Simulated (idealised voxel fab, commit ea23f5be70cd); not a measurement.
The document below concerns the process module designated voxel double patterning.
In the cross-section labelled cut, the width is 205 nm and each square cell is 5 nm.
Throughout this document, each cross-section is represented as a grid of square cells and is presented as a sequence of bands enumerated from the top downward, where a band comprises one or more rows of cells.
Band entry format. Leading values: height of top, height of bottom, nm. Remainder: materials in left-to-right order, each with its width in nm. Special words: "throughout" on a single material, which then fills the band edge to edge; "blank", empty space.
Where do heights start? At 0: under that level the wafer as delivered is made of one material only. And the lowest band has no floor; it just carries on downward, as in "0 -> down".
So if you see something like "30 to 40" for the width, read it as the top row of the band sitting at the first number and the bottom row at the second, with every row in between moving by the same amount as the last.
The cross-section has no changed cell in any step marked "identical to before".
"Closed-off voids" enumerates empty spaces isolated from the top, with no open way to it, that contain at least 8 cells, giving each as width x height at distance from the left edge, all three in nm.
On each step's line, the part that comes after the settings is the simulator's own comment on the step.
A step's line can hold "overlay nm"; with a mask on that step, the setting says how far right of the planned place the mask lay, while a negative setting says it lay to the left.
Planned step list for the process:
1: RECEIVE with material Si
2: CONFORMAL_DEP with material SiO2, thk nm 5
3: DIRECTIONAL_DEP with material W, thk nm 10
4: DIRECTIONAL_DEP with material SiN, thk nm 10
5: PATTERN with tone open, mask id FIRST, material resist, width nm 15, pitch nm 50, thk nm 15, overlay nm 0
6: DIRECTIONAL_ETCH with etch materials SiN, depth nm 10
7: STRIP with etch materials resist
8: MASKED_ETCH with tone open, mask id SECOND, width nm 15, etch materials SiN, depth nm 10, overlay nm 0
9: DIRECTIONAL_ETCH with etch materials W, depth nm 10
10: STRIP with etch materials SiN
Quick note for whoever runs this: the wafers start identical, but the width nm at step 5 isn't the same across them. The plan just shows what the first wafer had.
Cross-section of the first of several wafers on receipt, reflecting completion of step 1:
	0 -> down: Si throughout
	Closed-off voids: none
Once step 10, the last step, is complete, the module is at its end; this is the cross-section of the first of several wafers:
	15 -> 5: 70 of W / 15 of blank / 10 of W / 15 of blank / 10 of W / 15 of blank / 70 of W
	5 -> 0: SiO2 throughout
	0 -> down: Si throughout
	Closed-off voids: none
Cross-sectional depiction of the last of several wafers upon completion of the module:
	15 -> 5: 65 of W / 45 of blank / 5 of W / 30 of blank / 60 of W
	5 -> 0: SiO2 throughout
	0 -> down: Si throughout
	Closed-off voids: none
Each wafer at the end: cells of each material gained (+) or lost (-) since it was received, then its closed voids:
width nm 15, +41 SiO2, +64 W, Closed-off voids: none
width nm 20, +41 SiO2, +60 W, Closed-off voids: none
width nm 25, +41 SiO2, +56 W, Closed-off voids: none
width nm 30, +41 SiO2, +52 W, Closed-off voids: none
